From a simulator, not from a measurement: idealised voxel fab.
Process module in this document: voxel wiring stack
Shown is cross-section cut, with a width of 250 nm and square cells of size 5 nm.
How to read a cross-section here: the picture is a grid of square cells, written as bands going from the top down, and any band can span one or more rows of cells.
Heights first: top, then bottom, in nm. Then materials, left to right, each with a width in nm. "everywhere" on a single material: fills the band edge to edge. "empty": empty space.
A quick word on heights: they are counted from 0, and under that level the wafer as it came to us is one material throughout. The lowest band is different from the rest in having no bottom; it simply continues downward, written as in "0 -> down".
Top row gets the first number, bottom row gets the second, and each row in between changes by the same step: that is how a band width like "30..40" works.
Basically "nothing changed" means that step didn't change any cell in the cross-section.
So "Enclosed empty spaces" is basically the list of trapped voids: any empty space of 8 cells or more that can't reach the top through an opening. They're written width x height at distance, the distance being from the left edge, and it's all nm.
Text after the settings on a step's line: the simulator's own remark on that step.
Regarding "overlay nm": on a step with a mask, it is the distance the mask lay to the right of its planned place; a negative value places it to the left.
**Steps in the process plan**
1 RECEIVE, material Si
2 CONFORMAL_DEP, material SiO2, thk nm 15
3 CONFORMAL_DEP, material SiN, thk nm 5
4 DIRECTIONAL_DEP, material SiO2, thk nm 15
5 DIRECTIONAL_DEP, material aC, thk nm 15
6 PATTERN, tone open, mask id METAL_1, material resist, width nm 30, pitch nm 60, thk nm 30, overlay nm 0
7 DIRECTIONAL_ETCH, etch materials aC, depth nm 15
8 STRIP, etch materials resist
9 DIRECTIONAL_ETCH, etch materials SiO2, depth nm 15
10 DIRECTIONAL_ETCH, etch materials SiN, depth nm 5
11 STRIP, etch materials aC
12 CONFORMAL_DEP, material TiN, thk nm 5
13 FILL_DEP, material Cu, thk nm 10
14 CMP, height nm 35
15 EPI, material Ru, thk nm 5
16 FILL_DEP, material SiCN, thk nm 5
17 DIRECTIONAL_DEP, material SiO2, thk nm 10
18 DIRECTIONAL_DEP, material aC, thk nm 15
19 PATTERN, tone open, mask id PLUG_1, material resist, width nm 15, pitch nm 60, thk nm 30, overlay nm 0
20 DIRECTIONAL_ETCH, etch materials aC, depth nm 15
21 STRIP, etch materials resist
22 DIRECTIONAL_ETCH, etch materials SiO2, depth nm 10
23 DIRECTIONAL_ETCH, etch materials SiCN, depth nm 5
24 STRIP, etch materials aC
25 EPI, material Ru, thk nm 10
26 EPI, material Ru, thk nm 5
27 CONFORMAL_DEP, material SiCN, thk nm 5
28 DIRECTIONAL_DEP, material lowk, thk nm 20
29 DIRECTIONAL_DEP, material aC, thk nm 15
30 PATTERN, tone open, mask id METAL_2, material resist, width nm 30, pitch nm 60, thk nm 30, overlay nm 0
31 DIRECTIONAL_ETCH, etch materials aC, depth nm 15
32 STRIP, etch materials resist
33 DIRECTIONAL_ETCH, etch materials lowk, depth nm 20
34 DIRECTIONAL_ETCH, etch materials SiCN, depth nm 5
35 STRIP, etch materials aC
36 CONFORMAL_DEP, material TiN, thk nm 5
37 FILL_DEP, material W, thk nm 10
38 CMP, height nm 80
39 CONFORMAL_DEP, material SiCN, thk nm 5
40 DIRECTIONAL_DEP, material SiO2, thk nm 30
41 DIRECTIONAL_DEP, material aC, thk nm 15
42 PATTERN, tone open, mask id METAL_3_HOLES, material resist, width nm 15, pitch nm 60, thk nm 35, overlay nm 0
43 DIRECTIONAL_ETCH, etch materials aC, depth nm 15
44 STRIP, etch materials resist
45 DIRECTIONAL_ETCH, etch materials SiO2, depth nm 30
46 STRIP, etch materials aC
47 MASKED_ETCH, tone open, mask id METAL_3, width nm 30, pitch nm 60, etch materials SiO2, depth nm 15, overlay nm 0
48 MASKED_ETCH, tone open, mask id METAL_3, width nm 30, pitch nm 60, etch materials SiCN, depth nm 5, overlay nm 0
49 CONFORMAL_DEP, material TiN, thk nm 5
50 FILL_DEP, material Ru, thk nm 10
51 CMP, height nm 115
52 CONFORMAL_DEP, material SiCN, thk nm 5
53 DIRECTIONAL_DEP, material lowk, thk nm 25
54 PATTERN, tone open, mask id METAL_4_HOLES, material resist, width nm 15, thk nm 15, overlay nm 0
55 DIRECTIONAL_ETCH, etch materials lowk, depth nm 25
56 STRIP, etch materials resist
57 MASKED_ETCH, tone open, mask id METAL_4, width nm 30, pitch nm 60, etch materials lowk, depth nm 15, overlay nm 0
58 MASKED_ETCH, tone open, mask id METAL_4, width nm 30, pitch nm 60, etch materials SiCN, depth nm 5, overlay nm 0
59 CONFORMAL_DEP, material TiN, thk nm 5
60 FILL_DEP, material Cu, thk nm 10
61 CMP, height nm 145
62 CONFORMAL_DEP, material SiCN, thk nm 5
**Step 1 complete: cross-section of the wafer as received**
    0 -> down | Si everywhere
    Enclosed empty spaces: none
**First of two wafers, end-of-module section, run followed plan**
    150 -> 145 | SiCN everywhere
    145 -> 135 | 80 nm lowk, 5 nm TiN, 20 nm Cu, 5 nm TiN, 30 nm lowk, 5 nm TiN, 20 nm Cu, 5 nm TiN, 80 nm lowk
    135 -> 130 | 80 nm lowk, 5 nm TiN, 5 nm Cu, 20 nm TiN, 30 nm lowk, 30 nm TiN, 80 nm lowk
    130 -> 120 | 80 nm lowk, 5 nm TiN, 5 nm Cu, 5 nm TiN, 155 nm lowk
    120 -> 115 | 80 nm SiCN, 15 nm TiN, 155 nm SiCN
    115 -> 105 | 80 nm SiO2, 5 nm TiN, 20 nm Ru, 5 nm TiN, 30 nm SiO2, 5 nm TiN, 20 nm Ru, 5 nm TiN, 80 nm SiO2
    105 -> 100 | 80 nm SiO2, 5 nm TiN, 5 nm Ru, 20 nm TiN, 30 nm SiO2, 5 nm TiN, 5 nm Ru, 20 nm TiN, 80 nm SiO2
    100 -> 85 | 80 nm SiO2, 5 nm TiN, 5 nm Ru, 5 nm TiN, 45 nm SiO2, 5 nm TiN, 5 nm Ru, 5 nm TiN, 95 nm SiO2
    85 -> 80 | 80 nm SiCN, 15 nm TiN, 45 nm SiCN, 15 nm TiN, 95 nm SiCN
    80 -> 60 | 80 nm lowk, 5 nm TiN, 20 nm W, 5 nm TiN, 30 nm lowk, 5 nm TiN, 20 nm W, 5 nm TiN, 80 nm lowk
    60 -> 55 | 80 nm SiCN, 30 nm TiN, 30 nm SiCN, 30 nm TiN, 80 nm SiCN
    55 -> 45 | 80 nm SiO2, 15 nm Ru, 45 nm SiO2, 15 nm Ru, 95 nm SiO2
    45 -> 35 | 80..75 nm SiCN, 15..40 nm Ru, 45..20 nm SiCN, 15..40 nm Ru, 95..75 nm SiCN
    35 -> 20 | 80 nm SiO2, 5 nm TiN, 20 nm Cu, 5 nm TiN, 30 nm SiO2, 5 nm TiN, 20 nm Cu, 5 nm TiN, 80 nm SiO2
    20 -> 15 | 80 nm SiN, 30 nm TiN, 30 nm SiN, 30 nm TiN, 80 nm SiN
    15 -> 0 | SiO2 everywhere
    0 -> down | Si everywhere
    Enclosed empty spaces: none
**Cross-sectional view: second of two wafers, end of module; start and plan identical to the first, one mistake in running**
    150 -> 145 | SiCN everywhere
    145 -> 135 | 80 nm lowk, 5 nm TiN, 15 nm Cu, 5 nm TiN, 40 nm lowk, 5 nm TiN, 10 nm Cu, 5 nm TiN, 85 nm lowk
    135 -> 130 | 80 nm lowk, 5 nm TiN, 5 nm Cu, 15 nm TiN, 40 nm lowk, 20 nm TiN, 85 nm lowk
    130 -> 120 | 80 nm lowk, 5 nm TiN, 5 nm Cu, 5 nm TiN, 155 nm lowk
    120 -> 115 | 80 nm SiCN, 15 nm TiN, 155 nm SiCN
    115 -> 105 | 80 nm SiO2, 5 nm TiN, 20 nm Ru, 5 nm TiN, 30 nm SiO2, 5 nm TiN, 20 nm Ru, 5 nm TiN, 80 nm SiO2
    105 -> 100 | 80 nm SiO2, 5 nm TiN, 5 nm Ru, 20 nm TiN, 30 nm SiO2, 5 nm TiN, 5 nm Ru, 20 nm TiN, 80 nm SiO2
    100 -> 85 | 80 nm SiO2, 5 nm TiN, 5 nm Ru, 5 nm TiN, 45 nm SiO2, 5 nm TiN, 5 nm Ru, 5 nm TiN, 95 nm SiO2
    85 -> 80 | 80 nm SiCN, 15 nm TiN, 45 nm SiCN, 15 nm TiN, 95 nm SiCN
    80 -> 60 | 80 nm lowk, 5 nm TiN, 20 nm W, 5 nm TiN, 30 nm lowk, 5 nm TiN, 20 nm W, 5 nm TiN, 80 nm lowk
    60 -> 55 | 80 nm SiCN, 30 nm TiN, 30 nm SiCN, 30 nm TiN, 80 nm SiCN
    55 -> 45 | 80 nm SiO2, 15 nm Ru, 45 nm SiO2, 15 nm Ru, 95 nm SiO2
    45 -> 35 | 80..75 nm SiCN, 15..40 nm Ru, 45..20 nm SiCN, 15..40 nm Ru, 95..75 nm SiCN
    35 -> 20 | 80 nm SiO2, 5 nm TiN, 20 nm Cu, 5 nm TiN, 30 nm SiO2, 5 nm TiN, 20 nm Cu, 5 nm TiN, 80 nm SiO2
    20 -> 15 | 80 nm SiN, 30 nm TiN, 30 nm SiN, 30 nm TiN, 80 nm SiN
    15 -> 0 | SiO2 everywhere
    0 -> down | Si everywhere
    Enclosed empty spaces: none
In executing the process, a mistake was made relative to the plan: step 57 was run on a setting that differed from the plan, and what really ran there is MASKED_ETCH, tone open, mask id METAL_4, width nm 20, pitch nm 60, etch materials lowk, depth nm 15, overlay nm 0
Once processing is complete, comparing cell counts shows that the second wafer has more or fewer of certain materials than the first: Cu -6; TiN -3; lowk +9
